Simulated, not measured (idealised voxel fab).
Process module heading - voxel capacitor over wiring
We display cut, a cross-section 300 nm in width whose square cells are each 5 nm.
A cross-section in this document is a grid of square cells, and it is written down as bands, the top band listed before the ones below it; a band is made up of one or more rows of cells. In this notation a band is specified by the heights of its top and bottom, in that order and in nm, after which its materials appear from left to right, each paired with its width in nm. The word "all across" attached to a single material means that material fills the band from edge to edge; the word "air" stands for empty space. Measure heights from 0. That's the level where, below it, the as-received wafer is all one material. The lowest band is bottomless and extends downward; write it as in "z 0 and below". A width such as "30 to 40" changes by the same amount from each row of cells to the next, from the band's top row to its bottom row. Key: "nothing altered" - step with no changed cell in the cross-section. Under "Sealed voids" you'll find the enclosed gaps, the ones with no way out to the top, that are 8 cells or bigger; each reads width x height at distance, with distance counted from the left edge, everything in nm. What comes after the settings on a step's line is commentary from the simulator itself on that step. Among the settings permitted on a step's line is "overlay nm"; applied to a step with a mask, it specifies the extent to which the mask lay to the right of its planned position, whereas a negative figure signifies a position to the left. Note on reading: below, each pair holds a cross-section from before one process step and one from after it; the one from after shows only down to the lowest band that changed. Beneath the pair, the step in between is stated along with its settings. The pairs can stem from different runs of this module on the same starting wafer. Where a pair's entry headed "Pre-step profile" says so, and only there, that pair continues from the pair above it.

-- Pre-step profile
z 0 and below: Si all across
Sealed voids: none

-- Section After Processing
z 10 to 0: SiO2 all across
Anything lower than 0 is untouched.
Sealed voids: none
Between before and after as drawn above: CONFORMAL_DEP: material SiO2, thk nm 10

Pre-step profile: see preceding pair, after cross-section.

-- Section After Processing
z 15 to 10: SiN all across
Anything lower than 10 is untouched.
Sealed voids: none
Between before and after as drawn above: CONFORMAL_DEP: material SiN, thk nm 5

Pre-step profile: see preceding pair, after cross-section.

-- Section After Processing
z 30 to 15: SiO2 all across
Anything lower than 15 is untouched.
Sealed voids: none
Between before and after as drawn above: DIRECTIONAL_DEP: material SiO2, thk nm 15

Pre-step profile: see preceding pair, after cross-section.

-- Section After Processing
z 50 to 30: 90 resist, 25 air, 65 resist, 25 air, 95 resist
Anything lower than 30 is untouched.
Sealed voids: none
Between before and after as drawn above: PATTERN: tone open, mask id METAL_1, material resist, width nm 25, pitch nm 90, thk nm 20, overlay nm 0

Pre-step profile: see preceding pair, after cross-section.

-- Section After Processing
z 50 to 30: 90 resist, 25 air, 65 resist, 25 air, 95 resist
z 30 to 15: 90 SiO2, 25 air, 65 SiO2, 25 air, 95 SiO2
Anything lower than 15 is untouched.
Sealed voids: none
Between before and after as drawn above: DIRECTIONAL_ETCH: etch materials SiO2, depth nm 15

Pre-step profile: see preceding pair, after cross-section.

-- Section After Processing
z 50 to 30: 90 resist, 25 air, 65 resist, 25 air, 95 resist
z 30 to 15: 90 SiO2, 25 air, 65 SiO2, 25 air, 95 SiO2
z 15 to 10: 90 SiN, 25 air, 65 SiN, 25 air, 95 SiN
Anything lower than 10 is untouched.
Sealed voids: none
Between before and after as drawn above: DIRECTIONAL_ETCH: etch materials SiN, depth nm 5

Pre-step profile: see preceding pair, after cross-section.

-- Section After Processing
z 30 to 15: 90 SiO2, 25 air, 65 SiO2, 25 air, 95 SiO2
Anything lower than 15 is untouched.
Sealed voids: none
Between before and after as drawn above: STRIP: etch materials resist

Pre-step profile: see preceding pair, after cross-section.

-- Section After Processing
z 35 to 30: 95 TiN, 15 air, 75 TiN, 15 air, 100 TiN
z 30 to 15: 90 SiO2, 5 TiN, 15 air, 5 TiN, 65 SiO2, 5 TiN, 15 air, 5 TiN, 95 SiO2
z 15 to 10: 90 SiN, 25 TiN, 65 SiN, 25 TiN, 95 SiN
Anything lower than 10 is untouched.
Sealed voids: none
Between before and after as drawn above: CONFORMAL_DEP: material TiN, thk nm 5

Pre-step profile: see preceding pair, after cross-section.

-- Section After Processing
z 40 to 35: Cu all across
z 35 to 30: 95 TiN, 15 Cu, 75 TiN, 15 Cu, 100 TiN
z 30 to 15: 90 SiO2, 5 TiN, 15 Cu, 5 TiN, 65 SiO2, 5 TiN, 15 Cu, 5 TiN, 95 SiO2
Anything lower than 15 is untouched.
Sealed voids: none
Between before and after as drawn above: FILL_DEP: material Cu, thk nm 5

Pre-step profile: see preceding pair, after cross-section.

-- Section After Processing
z 30 to 15: 90 SiO2, 5 TiN, 15 Cu, 5 TiN, 65 SiO2, 5 TiN, 15 Cu, 5 TiN, 95 SiO2
Anything lower than 15 is untouched.
Sealed voids: none
Between before and after as drawn above: CMP: height nm 30

Pre-step profile: see preceding pair, after cross-section.

-- Section After Processing
z 35 to 30: SiCN all across
Anything lower than 30 is untouched.
Sealed voids: none
Between before and after as drawn above: CONFORMAL_DEP: material SiCN, thk nm 5

Pre-step profile: see preceding pair, after cross-section.

-- Section After Processing
z 45 to 35: lowk all across
Anything lower than 35 is untouched.
Sealed voids: none
Between before and after as drawn above: DIRECTIONAL_DEP: material lowk, thk nm 10

Pre-step profile: see preceding pair, after cross-section.

-- Section After Processing
z 45 to 35: 100 lowk, 15 air, 185 lowk
Anything lower than 35 is untouched.
Sealed voids: none
Between before and after as drawn above: MASKED_ETCH: tone open, mask id PLUG_1, width nm 15, etch materials lowk, depth nm 10, overlay nm 0

Pre-step profile: see preceding pair, after cross-section.

-- Section After Processing
z 45 to 35: 100 lowk, 15 air, 185 lowk
z 35 to 30: 100 SiCN, 15 air, 185 SiCN
Anything lower than 30 is untouched.
Sealed voids: none
Between before and after as drawn above: MASKED_ETCH: tone open, mask id PLUG_1, width nm 15, etch materials SiCN, depth nm 5, overlay nm 0

Pre-step profile: see preceding pair, after cross-section.

-- Section After Processing
z 45 to 40: 100 lowk, 15 air, 185 lowk
z 40 to 35: 100 lowk, 15 Ru, 185 lowk
z 35 to 30: 100 SiCN, 15 Ru, 185 SiCN
Anything lower than 30 is untouched.
Sealed voids: none
Between before and after as drawn above: EPI: material Ru, thk nm 10

Pre-step profile: see preceding pair, after cross-section.

-- Section After Processing
z 45 to 35: 100 lowk, 15 Ru, 185 lowk
Anything lower than 35 is untouched.
Sealed voids: none
Between before and after as drawn above: EPI: material Ru, thk nm 5

Pre-step profile: see preceding pair, after cross-section.

-- Section After Processing
z 50 to 45: TiN all across
Anything lower than 45 is untouched.
Sealed voids: none
Between before and after as drawn above: DIRECTIONAL_DEP: material TiN, thk nm 5

Pre-step profile: see preceding pair, after cross-section.

-- Section After Processing
z 55 to 50: HfO2 all across
Anything lower than 50 is untouched.
Sealed voids: none
Between before and after as drawn above: DIRECTIONAL_DEP: material HfO2, thk nm 5

Pre-step profile: see preceding pair, after cross-section.

-- Section After Processing
z 60 to 55: TiN all across
Anything lower than 55 is untouched.
Sealed voids: none
Between before and after as drawn above: DIRECTIONAL_DEP: material TiN, thk nm 5

Pre-step profile: see preceding pair, after cross-section.

-- Section After Processing
z 75 to 60: 100 air, 70 resist, 130 air
Anything lower than 60 is untouched.
Sealed voids: none
Between before and after as drawn above: PATTERN: tone cover, mask id UPPER_PLATE, material resist, width nm 70, thk nm 15, overlay nm 0

Pre-step profile: see preceding pair, after cross-section.

-- Section After Processing
z 75 to 60: 100 air, 70 resist, 130 air
z 60 to 55: 100 air, 70 TiN, 130 air
Anything lower than 55 is untouched.
Sealed voids: none
Between before and after as drawn above: DIRECTIONAL_ETCH: etch materials TiN, depth nm 5

Pre-step profile: see preceding pair, after cross-section.

-- Section After Processing
z 75 to 60: 100 air, 70 resist, 130 air
z 60 to 55: 100 air, 70 TiN, 130 air
z 55 to 50: 100 air, 70 HfO2, 130 air
Anything lower than 50 is untouched.
Sealed voids: none
Between before and after as drawn above: DIRECTIONAL_ETCH: etch materials HfO2, depth nm 5

Pre-step profile: see preceding pair, after cross-section.

-- Section After Processing
z 60 to 55: 100 air, 70 TiN, 130 air
Anything lower than 55 is untouched.
Sealed voids: none
Between before and after as drawn above: STRIP: etch materials resist

Pre-step profile: see preceding pair, after cross-section.

-- Section After Processing
z 60 to 55: 100 air, 70 TiN, 130 air
z 55 to 50: 100 air, 70 HfO2, 130 air
z 50 to 45: 95 air, 80 TiN, 125 air
Anything lower than 45 is untouched.
Sealed voids: none
Between before and after as drawn above: MASKED_ETCH: tone cover, mask id LOWER_PLATE, width nm 80, etch materials TiN, depth nm 5, overlay nm 0

Pre-step profile: see preceding pair, after cross-section.

-- Section After Processing
z 80 to 60: SiO2 all across
z 60 to 55: 100 SiO2, 70 TiN, 130 SiO2
z 55 to 50: 100 SiO2, 70 HfO2, 130 SiO2
z 50 to 45: 95 SiO2, 80 TiN, 125 SiO2
Anything lower than 45 is untouched.
Sealed voids: none
Between before and after as drawn above: FILL_DEP: material SiO2, thk nm 20

Pre-step profile: see preceding pair, after cross-section.

-- Section After Processing
z 75 to 60: SiO2 all across
Anything lower than 60 is untouched.
Sealed voids: none
Between before and after as drawn above: CMP: height nm 75

Pre-step profile: see preceding pair, after cross-section.

-- Section After Processing
z 75 to 60: 110 SiO2, 15 air, 175 SiO2
Anything lower than 60 is untouched.
Sealed voids: none
Between before and after as drawn above: MASKED_ETCH: tone open, mask id PLUG_2, width nm 15, etch materials SiO2, depth nm 15, overlay nm 0

Pre-step profile: see preceding pair, after cross-section.

-- Section After Processing
z 80 to 75: 115 TiN, 5 air, 180 TiN
z 75 to 65: 110 SiO2, 5 TiN, 5 air, 5 TiN, 175 SiO2
z 65 to 55: 110 to 100 SiO2, 15 to 70 TiN, 175 to 130 SiO2
Anything lower than 55 is untouched.
Sealed voids: none
Between before and after as drawn above: CONFORMAL_DEP: material TiN, thk nm 5

Pre-step profile: see preceding pair, after cross-section.

-- Section After Processing
z 85 to 80: Cu all across
z 80 to 75: 115 TiN, 5 Cu, 180 TiN
z 75 to 65: 110 SiO2, 5 TiN, 5 Cu, 5 TiN, 175 SiO2
Anything lower than 65 is untouched.
Sealed voids: none
Between before and after as drawn above: FILL_DEP: material Cu, thk nm 5

Pre-step profile: see preceding pair, after cross-section.

-- Section After Processing
z 75 to 65: 110 SiO2, 5 TiN, 5 Cu, 5 TiN, 175 SiO2
Anything lower than 65 is untouched.
Sealed voids: none
Between before and after as drawn above: CMP: height nm 75

Pre-step profile: see preceding pair, after cross-section.

-- Section After Processing
z 80 to 75: SiN all across
Anything lower than 75 is untouched.
Sealed voids: none
Between before and after as drawn above: CONFORMAL_DEP: material SiN, thk nm 5

-- Pre-step profile
z 35 to 30: SiCN all across
z 30 to 15: 90 SiO2, 5 TiN, 15 Cu, 5 TiN, 65 SiO2, 5 TiN, 15 Cu, 5 TiN, 95 SiO2
z 15 to 10: 90 SiN, 25 TiN, 65 SiN, 25 TiN, 95 SiN
z 10 to 0: SiO2 all across
z 0 and below: Si all across
Sealed voids: none

-- Section After Processing
z 35 to 30: 100 SiCN, 15 air, 185 SiCN
Anything lower than 30 is untouched.
Sealed voids: none
Between before and after as drawn above: MASKED_ETCH: tone open, mask id PLUG_1, width nm 15, etch materials SiCN, depth nm 5, overlay nm 0

Pre-step profile: see preceding pair, after cross-section.

-- Section After Processing
z 40 to 35: 95 air, 25 Ru, 180 air
z 35 to 30: 100 SiCN, 15 Ru, 185 SiCN
Anything lower than 30 is untouched.
Sealed voids: none
Between before and after as drawn above: EPI: material Ru, thk nm 10

Pre-step profile: see preceding pair, after cross-section.

-- Section After Processing
z 45 to 35: 90 air, 35 Ru, 175 air
Anything lower than 35 is untouched.
Sealed voids: none
Between before and after as drawn above: EPI: material Ru, thk nm 5

Pre-step profile: see preceding pair, after cross-section.

-- Section After Processing
z 50 to 45: 90 air, 35 TiN, 175 air
z 45 to 40: 90 air, 35 Ru, 175 air
z 40 to 35: 90 TiN, 35 Ru, 175 TiN
Anything lower than 35 is untouched.
Sealed voids: none
Between before and after as drawn above: DIRECTIONAL_DEP: material TiN, thk nm 5

Pre-step profile: see preceding pair, after cross-section.

-- Section After Processing
z 55 to 50: 90 air, 35 HfO2, 175 air
z 50 to 45: 90 air, 35 TiN, 175 air
z 45 to 40: 90 HfO2, 35 Ru, 175 HfO2
Anything lower than 40 is untouched.
Sealed voids: none
Between before and after as drawn above: DIRECTIONAL_DEP: material HfO2, thk nm 5

Pre-step profile: see preceding pair, after cross-section.

-- Section After Processing
z 60 to 55: 90 air, 35 TiN, 175 air
z 55 to 50: 90 air, 35 HfO2, 175 air
z 50 to 45: TiN all across
Anything lower than 45 is untouched.
Sealed voids: none
Between before and after as drawn above: DIRECTIONAL_DEP: material TiN, thk nm 5

Pre-step profile: see preceding pair, after cross-section.

-- Section After Processing
z 75 to 60: 100 air, 70 resist, 130 air
z 60 to 55: 90 air, 35 TiN, 45 resist, 130 air
z 55 to 50: 90 air, 35 HfO2, 45 resist, 130 air
Anything lower than 50 is untouched.
Sealed voids: none
Between before and after as drawn above: PATTERN: tone cover, mask id UPPER_PLATE, material resist, width nm 70, thk nm 15, overlay nm 0

Pre-step profile: see preceding pair, after cross-section.

-- Section After Processing
z 75 to 60: 100 air, 70 resist, 130 air
z 60 to 55: 100 air, 25 TiN, 45 resist, 130 air
z 55 to 50: 90 air, 35 HfO2, 45 resist, 130 air
z 50 to 45: 90 air, 80 TiN, 130 air
Anything lower than 45 is untouched.
Sealed voids: none
Between before and after as drawn above: DIRECTIONAL_ETCH: etch materials TiN, depth nm 5

Pre-step profile: see preceding pair, after cross-section.

-- Section After Processing
z 75 to 60: 100 air, 70 resist, 130 air
z 60 to 55: 100 air, 25 TiN, 45 resist, 130 air
z 55 to 50: 100 air, 25 HfO2, 45 resist, 130 air
z 50 to 45: 90 air, 80 TiN, 130 air
z 45 to 40: 90 air, 35 Ru, 45 HfO2, 130 air
Anything lower than 40 is untouched.
Sealed voids: none
Between before and after as drawn above: DIRECTIONAL_ETCH: etch materials HfO2, depth nm 5

Pre-step profile: see preceding pair, after cross-section.

-- Section After Processing
z 60 to 55: 100 air, 25 TiN, 175 air
z 55 to 50: 100 air, 25 HfO2, 175 air
Anything lower than 50 is untouched.
Sealed voids: none
Between before and after as drawn above: STRIP: etch materials resist

Pre-step profile: see preceding pair, after cross-section.

-- Section After Processing
z 60 to 55: 100 air, 25 TiN, 175 air
z 55 to 50: 100 air, 25 HfO2, 175 air
z 50 to 45: 95 air, 75 TiN, 130 air
z 45 to 40: 90 air, 35 Ru, 45 HfO2, 130 air
z 40 to 35: 90 air, 35 Ru, 50 TiN, 125 air
Anything lower than 35 is untouched.
Sealed voids: none
Between before and after as drawn above: MASKED_ETCH: tone cover, mask id LOWER_PLATE, width nm 80, etch materials TiN, depth nm 5, overlay nm 0

Pre-step profile: see preceding pair, after cross-section.

-- Section After Processing
z 80 to 60: SiO2 all across
z 60 to 55: 100 SiO2, 25 TiN, 175 SiO2
z 55 to 50: 100 SiO2, 25 HfO2, 175 SiO2
z 50 to 45: 95 SiO2, 75 TiN, 130 SiO2
z 45 to 40: 90 SiO2, 35 Ru, 45 HfO2, 130 SiO2
z 40 to 35: 90 SiO2, 35 Ru, 50 TiN, 125 SiO2
Anything lower than 35 is untouched.
Sealed voids: none
Between before and after as drawn above: FILL_DEP: material SiO2, thk nm 20

Pre-step profile: see preceding pair, after cross-section.

-- Section After Processing
z 75 to 60: SiO2 all across
Anything lower than 60 is untouched.
Sealed voids: none
Between before and after as drawn above: CMP: height nm 75

Pre-step profile: see preceding pair, after cross-section.

-- Section After Processing
z 75 to 60: 110 SiO2, 15 air, 175 SiO2
Anything lower than 60 is untouched.
Sealed voids: none
Between before and after as drawn above: MASKED_ETCH: tone open, mask id PLUG_2, width nm 15, etch materials SiO2, depth nm 15, overlay nm 0

Pre-step profile: see preceding pair, after cross-section.

-- Section After Processing
z 80 to 75: 115 TiN, 5 air, 180 TiN
z 75 to 65: 110 SiO2, 5 TiN, 5 air, 5 TiN, 175 SiO2
z 65 to 55: 110 to 100 SiO2, 15 to 25 TiN, 175 SiO2
Anything lower than 55 is untouched.
Sealed voids: none
Between before and after as drawn above: CONFORMAL_DEP: material TiN, thk nm 5

Pre-step profile: see preceding pair, after cross-section.

-- Section After Processing
z 85 to 80: Cu all across
z 80 to 75: 115 TiN, 5 Cu, 180 TiN
z 75 to 65: 110 SiO2, 5 TiN, 5 Cu, 5 TiN, 175 SiO2
Anything lower than 65 is untouched.
Sealed voids: none
Between before and after as drawn above: FILL_DEP: material Cu, thk nm 5

Pre-step profile: see preceding pair, after cross-section.

-- Section After Processing
z 75 to 65: 110 SiO2, 5 TiN, 5 Cu, 5 TiN, 175 SiO2
Anything lower than 65 is untouched.
Sealed voids: none
Between before and after as drawn above: CMP: height nm 75

Pre-step profile: see preceding pair, after cross-section.

-- Section After Processing
z 80 to 75: SiN all across
Anything lower than 75 is untouched.
Sealed voids: none
Between before and after as drawn above: CONFORMAL_DEP: material SiN, thk nm 5

-- Pre-step profile
z 45 to 40: 100 lowk, 15 air, 185 lowk
z 40 to 35: 100 lowk, 15 Ru, 185 lowk
z 35 to 30: 100 SiCN, 15 Ru, 185 SiCN
z 30 to 15: 90 SiO2, 5 TiN, 15 Cu, 5 TiN, 65 SiO2, 5 TiN, 15 Cu, 5 TiN, 95 SiO2
z 15 to 10: 90 SiN, 25 TiN, 65 SiN, 25 TiN, 95 SiN
z 10 to 0: SiO2 all across
z 0 and below: Si all across
Sealed voids: none

-- Section After Processing
z 50 to 45: 95 air, 25 Ru, 180 air
z 45 to 35: 100 lowk, 15 Ru, 185 lowk
Anything lower than 35 is untouched.
Sealed voids: none
Between before and after as drawn above: EPI: material Ru, thk nm 10

Pre-step profile: see preceding pair, after cross-section.

-- Section After Processing
z 55 to 45: 90 air, 35 Ru, 175 air
Anything lower than 45 is untouched.
Sealed voids: none
Between before and after as drawn above: EPI: material Ru, thk nm 5

Pre-step profile: see preceding pair, after cross-section.

-- Section After Processing
z 60 to 55: 90 air, 35 TiN, 175 air
z 55 to 50: 90 air, 35 Ru, 175 air
z 50 to 45: 90 TiN, 35 Ru, 175 TiN
Anything lower than 45 is untouched.
Sealed voids: none
Between before and after as drawn above: DIRECTIONAL_DEP: material TiN, thk nm 5

Pre-step profile: see preceding pair, after cross-section.

-- Section After Processing
z 65 to 60: 90 air, 35 HfO2, 175 air
z 60 to 55: 90 air, 35 TiN, 175 air
z 55 to 50: 90 HfO2, 35 Ru, 175 HfO2
Anything lower than 50 is untouched.
Sealed voids: none
Between before and after as drawn above: DIRECTIONAL_DEP: material HfO2, thk nm 5

Pre-step profile: see preceding pair, after cross-section.

-- Section After Processing
z 70 to 65: 90 air, 35 TiN, 175 air
z 65 to 60: 90 air, 35 HfO2, 175 air
z 60 to 55: TiN all across
Anything lower than 55 is untouched.
Sealed voids: none
Between before and after as drawn above: DIRECTIONAL_DEP: material TiN, thk nm 5

Pre-step profile: see preceding pair, after cross-section.

-- Section After Processing
z 85 to 70: 100 air, 70 resist, 130 air
z 70 to 65: 90 air, 35 TiN, 45 resist, 130 air
z 65 to 60: 90 air, 35 HfO2, 45 resist, 130 air
Anything lower than 60 is untouched.
Sealed voids: none
Between before and after as drawn above: PATTERN: tone cover, mask id UPPER_PLATE, material resist, width nm 70, thk nm 15, overlay nm 0

Pre-step profile: see preceding pair, after cross-section.

-- Section After Processing
z 85 to 70: 100 air, 70 resist, 130 air
z 70 to 65: 100 air, 25 TiN, 45 resist, 130 air
z 65 to 60: 90 air, 35 HfO2, 45 resist, 130 air
z 60 to 55: 90 air, 80 TiN, 130 air
Anything lower than 55 is untouched.
Sealed voids: none
Between before and after as drawn above: DIRECTIONAL_ETCH: etch materials TiN, depth nm 5

Pre-step profile: see preceding pair, after cross-section.

-- Section After Processing
z 85 to 70: 100 air, 70 resist, 130 air
z 70 to 65: 100 air, 25 TiN, 45 resist, 130 air
z 65 to 60: 100 air, 25 HfO2, 45 resist, 130 air
z 60 to 55: 90 air, 80 TiN, 130 air
z 55 to 50: 90 air, 35 Ru, 45 HfO2, 130 air
Anything lower than 50 is untouched.
Sealed voids: none
Between before and after as drawn above: DIRECTIONAL_ETCH: etch materials HfO2, depth nm 5

Pre-step profile: see preceding pair, after cross-section.

-- Section After Processing
z 70 to 65: 100 air, 25 TiN, 175 air
z 65 to 60: 100 air, 25 HfO2, 175 air
Anything lower than 60 is untouched.
Sealed voids: none
Between before and after as drawn above: STRIP: etch materials resist

Pre-step profile: see preceding pair, after cross-section.

-- Section After Processing
z 70 to 65: 100 air, 25 TiN, 175 air
z 65 to 60: 100 air, 25 HfO2, 175 air
z 60 to 55: 95 air, 75 TiN, 130 air
z 55 to 50: 90 air, 35 Ru, 45 HfO2, 130 air
z 50 to 45: 90 air, 35 Ru, 50 TiN, 125 air
Anything lower than 45 is untouched.
Sealed voids: none
Between before and after as drawn above: MASKED_ETCH: tone cover, mask id LOWER_PLATE, width nm 80, etch materials TiN, depth nm 5, overlay nm 0

Pre-step profile: see preceding pair, after cross-section.

-- Section After Processing
z 90 to 70: SiO2 all across
z 70 to 65: 100 SiO2, 25 TiN, 175 SiO2
z 65 to 60: 100 SiO2, 25 HfO2, 175 SiO2
z 60 to 55: 95 SiO2, 75 TiN, 130 SiO2
z 55 to 50: 90 SiO2, 35 Ru, 45 HfO2, 130 SiO2
z 50 to 45: 90 SiO2, 35 Ru, 50 TiN, 125 SiO2
Anything lower than 45 is untouched.
Sealed voids: none
Between before and after as drawn above: FILL_DEP: material SiO2, thk nm 20

Pre-step profile: see preceding pair, after cross-section.

-- Section After Processing
z 75 to 70: SiO2 all across
Anything lower than 70 is untouched.
Sealed voids: none
Between before and after as drawn above: CMP: height nm 75

Pre-step profile: see preceding pair, after cross-section.

-- Section After Processing
z 75 to 70: 110 SiO2, 15 air, 175 SiO2
Anything lower than 70 is untouched.
Sealed voids: none
Between before and after as drawn above: MASKED_ETCH: tone open, mask id PLUG_2, width nm 15, etch materials SiO2, depth nm 15, overlay nm 0

Pre-step profile: see preceding pair, after cross-section.

-- Section After Processing
z 80 to 75: 115 TiN, 5 air, 180 TiN
z 75 to 65: 110 to 100 SiO2, 15 to 25 TiN, 175 SiO2
Anything lower than 65 is untouched.
Sealed voids: none
Between before and after as drawn above: CONFORMAL_DEP: material TiN, thk nm 5

Pre-step profile: see preceding pair, after cross-section.

-- Section After Processing
z 85 to 80: Cu all across
z 80 to 75: 115 TiN, 5 Cu, 180 TiN
Anything lower than 75 is untouched.
Sealed voids: none
Between before and after as drawn above: FILL_DEP: material Cu, thk nm 5

Pre-step profile: see preceding pair, after cross-section.

-- Section After Processing
z 75 to 65: 110 to 100 SiO2, 15 to 25 TiN, 175 SiO2
Anything lower than 65 is untouched.
Sealed voids: none
Between before and after as drawn above: CMP: height nm 75

Pre-step profile: see preceding pair, after cross-section.

-- Section After Processing
z 80 to 75: SiN all across
Anything lower than 75 is untouched.
Sealed voids: none
Between before and after as drawn above: CONFORMAL_DEP: material SiN, thk nm 5

-- Pre-step profile
z 45 to 40: 100 lowk, 15 air, 185 lowk
z 40 to 35: 100 lowk, 15 Ru, 185 lowk
z 35 to 30: 100 SiCN, 15 Ru, 185 SiCN
z 30 to 15: 90 SiO2, 5 TiN, 15 Cu, 5 TiN, 65 SiO2, 5 TiN, 15 Cu, 5 TiN, 95 SiO2
z 15 to 10: 90 SiN, 25 TiN, 65 SiN, 25 TiN, 95 SiN
z 10 to 0: SiO2 all across
z 0 and below: Si all across
Sealed voids: none

-- Section After Processing
z 50 to 45: 100 TiN, 15 air, 185 TiN
z 45 to 40: 100 lowk, 15 TiN, 185 lowk
Anything lower than 40 is untouched.
Sealed voids: none
Between before and after as drawn above: DIRECTIONAL_DEP: material TiN, thk nm 5

Pre-step profile: see preceding pair, after cross-section.

-- Section After Processing
z 55 to 50: 105 Ru, 5 air, 190 Ru
z 50 to 45: 100 TiN, 15 Ru, 185 TiN
Anything lower than 45 is untouched.
Sealed voids: none
Between before and after as drawn above: EPI: material Ru, thk nm 5

Pre-step profile: see preceding pair, after cross-section.

-- Section After Processing
z 60 to 55: 105 HfO2, 5 air, 190 HfO2
z 55 to 50: 105 Ru, 5 HfO2, 190 Ru
Anything lower than 50 is untouched.
Sealed voids: none
Between before and after as drawn above: DIRECTIONAL_DEP: material HfO2, thk nm 5

Pre-step profile: see preceding pair, after cross-section.

-- Section After Processing
z 65 to 60: 105 TiN, 5 air, 190 TiN
z 60 to 55: 105 HfO2, 5 TiN, 190 HfO2
Anything lower than 55 is untouched.
Sealed voids: none
Between before and after as drawn above: DIRECTIONAL_DEP: material TiN, thk nm 5

Pre-step profile: see preceding pair, after cross-section.

-- Section After Processing
z 80 to 65: 100 air, 70 resist, 130 air
z 65 to 60: 105 TiN, 5 resist, 190 TiN
Anything lower than 60 is untouched.
Sealed voids: none
Between before and after as drawn above: PATTERN: tone cover, mask id UPPER_PLATE, material resist, width nm 70, thk nm 15, overlay nm 0

Pre-step profile: see preceding pair, after cross-section.

-- Section After Processing
z 80 to 65: 100 air, 70 resist, 130 air
z 65 to 60: 100 air, 5 TiN, 5 resist, 60 TiN, 130 air
Anything lower than 60 is untouched.
Sealed voids: none
Between before and after as drawn above: DIRECTIONAL_ETCH: etch materials TiN, depth nm 5

Pre-step profile: see preceding pair, after cross-section.

-- Section After Processing
z 80 to 65: 100 air, 70 resist, 130 air
z 65 to 60: 100 air, 5 TiN, 5 resist, 60 TiN, 130 air
z 60 to 55: 100 air, 5 HfO2, 5 TiN, 60 HfO2, 130 air
Anything lower than 55 is untouched.
Sealed voids: none
Between before and after as drawn above: DIRECTIONAL_ETCH: etch materials HfO2, depth nm 5

Pre-step profile: see preceding pair, after cross-section.

-- Section After Processing
z 65 to 60: 100 air, 5 TiN, 5 air, 60 TiN, 130 air
Anything lower than 60 is untouched.
Sealed voids: none
Between before and after as drawn above: STRIP: etch materials resist

Pre-step profile: see preceding pair, after cross-section.

-- Section After Processing
z 85 to 65: SiO2 all across
z 65 to 60: 100 SiO2, 5 TiN, 5 SiO2, 60 TiN, 130 SiO2
z 60 to 55: 100 SiO2, 5 HfO2, 5 TiN, 60 HfO2, 130 SiO2
Anything lower than 55 is untouched.
Sealed voids: none
Between before and after as drawn above: FILL_DEP: material SiO2, thk nm 20

Pre-step profile: see preceding pair, after cross-section.

-- Section After Processing
z 75 to 65: SiO2 all across
Anything lower than 65 is untouched.
Sealed voids: none
Between before and after as drawn above: CMP: height nm 75

Pre-step profile: see preceding pair, after cross-section.

-- Section After Processing
z 75 to 65: 110 SiO2, 15 air, 175 SiO2
Anything lower than 65 is untouched.
Sealed voids: none
Between before and after as drawn above: MASKED_ETCH: tone open, mask id PLUG_2, width nm 15, etch materials SiO2, depth nm 15, overlay nm 0

Pre-step profile: see preceding pair, after cross-section.

-- Section After Processing
z 80 to 75: 115 TiN, 5 air, 180 TiN
z 75 to 70: 110 SiO2, 5 TiN, 5 air, 5 TiN, 175 SiO2
z 70 to 65: 110 SiO2, 15 TiN, 175 SiO2
Anything lower than 65 is untouched.
Sealed voids: none
Between before and after as drawn above: CONFORMAL_DEP: material TiN, thk nm 5

Pre-step profile: see preceding pair, after cross-section.

-- Section After Processing
z 85 to 80: Cu all across
z 80 to 75: 115 TiN, 5 Cu, 180 TiN
z 75 to 70: 110 SiO2, 5 TiN, 5 Cu, 5 TiN, 175 SiO2
Anything lower than 70 is untouched.
Sealed voids: none
Between before and after as drawn above: FILL_DEP: material Cu, thk nm 5

Pre-step profile: see preceding pair, after cross-section.

-- Section After Processing
z 75 to 70: 110 SiO2, 5 TiN, 5 Cu, 5 TiN, 175 SiO2
Anything lower than 70 is untouched.
Sealed voids: none
Between before and after as drawn above: CMP: height nm 75

Pre-step profile: see preceding pair, after cross-section.

-- Section After Processing
z 80 to 75: SiN all across
Anything lower than 75 is untouched.
Sealed voids: none
Between before and after as drawn above: CONFORMAL_DEP: material SiN, thk nm 5

-- Pre-step profile
z 45 to 35: 100 lowk, 15 Ru, 185 lowk
z 35 to 30: 100 SiCN, 15 Ru, 185 SiCN
z 30 to 15: 90 SiO2, 5 TiN, 15 Cu, 5 TiN, 65 SiO2, 5 TiN, 15 Cu, 5 TiN, 95 SiO2
z 15 to 10: 90 SiN, 25 TiN, 65 SiN, 25 TiN, 95 SiN
z 10 to 0: SiO2 all across
z 0 and below: Si all across
Sealed voids: none

-- Section After Processing
z 60 to 45: TiN all across
Anything lower than 45 is untouched.
Sealed voids: none
Between before and after as drawn above: DIRECTIONAL_DEP: material TiN, thk nm 15

Pre-step profile: see preceding pair, after cross-section.

-- Section After Processing
z 65 to 60: HfO2 all across
Anything lower than 60 is untouched.
Sealed voids: none
Between before and after as drawn above: DIRECTIONAL_DEP: material HfO2, thk nm 5

Pre-step profile: see preceding pair, after cross-section.

-- Section After Processing
z 70 to 65: TiN all across
Anything lower than 65 is untouched.
Sealed voids: none
Between before and after as drawn above: DIRECTIONAL_DEP: material TiN, thk nm 5

Pre-step profile: see preceding pair, after cross-section.

-- Section After Processing
z 85 to 70: 100 air, 70 resist, 130 air
Anything lower than 70 is untouched.
Sealed voids: none
Between before and after as drawn above: PATTERN: tone cover, mask id UPPER_PLATE, material resist, width nm 70, thk nm 15, overlay nm 0

Pre-step profile: see preceding pair, after cross-section.

-- Section After Processing
z 85 to 70: 100 air, 70 resist, 130 air
z 70 to 65: 100 air, 70 TiN, 130 air
Anything lower than 65 is untouched.
Sealed voids: none
Between before and after as drawn above: DIRECTIONAL_ETCH: etch materials TiN, depth nm 5

Pre-step profile: see preceding pair, after cross-section.

-- Section After Processing
z 85 to 70: 100 air, 70 resist, 130 air
z 70 to 65: 100 air, 70 TiN, 130 air
z 65 to 60: 100 air, 70 HfO2, 130 air
Anything lower than 60 is untouched.
Sealed voids: none
Between before and after as drawn above: DIRECTIONAL_ETCH: etch materials HfO2, depth nm 5

Pre-step profile: see preceding pair, after cross-section.

-- Section After Processing
z 70 to 65: 100 air, 70 TiN, 130 air
Anything lower than 65 is untouched.
Sealed voids: none
Between before and after as drawn above: STRIP: etch materials resist

Pre-step profile: see preceding pair, after cross-section.

-- Section After Processing
z 70 to 65: 100 air, 70 TiN, 130 air
z 65 to 60: 100 air, 70 HfO2, 130 air
z 60 to 55: 95 air, 80 TiN, 125 air
Anything lower than 55 is untouched.
Sealed voids: none
Between before and after as drawn above: MASKED_ETCH: tone cover, mask id LOWER_PLATE, width nm 80, etch materials TiN, depth nm 5, overlay nm 0
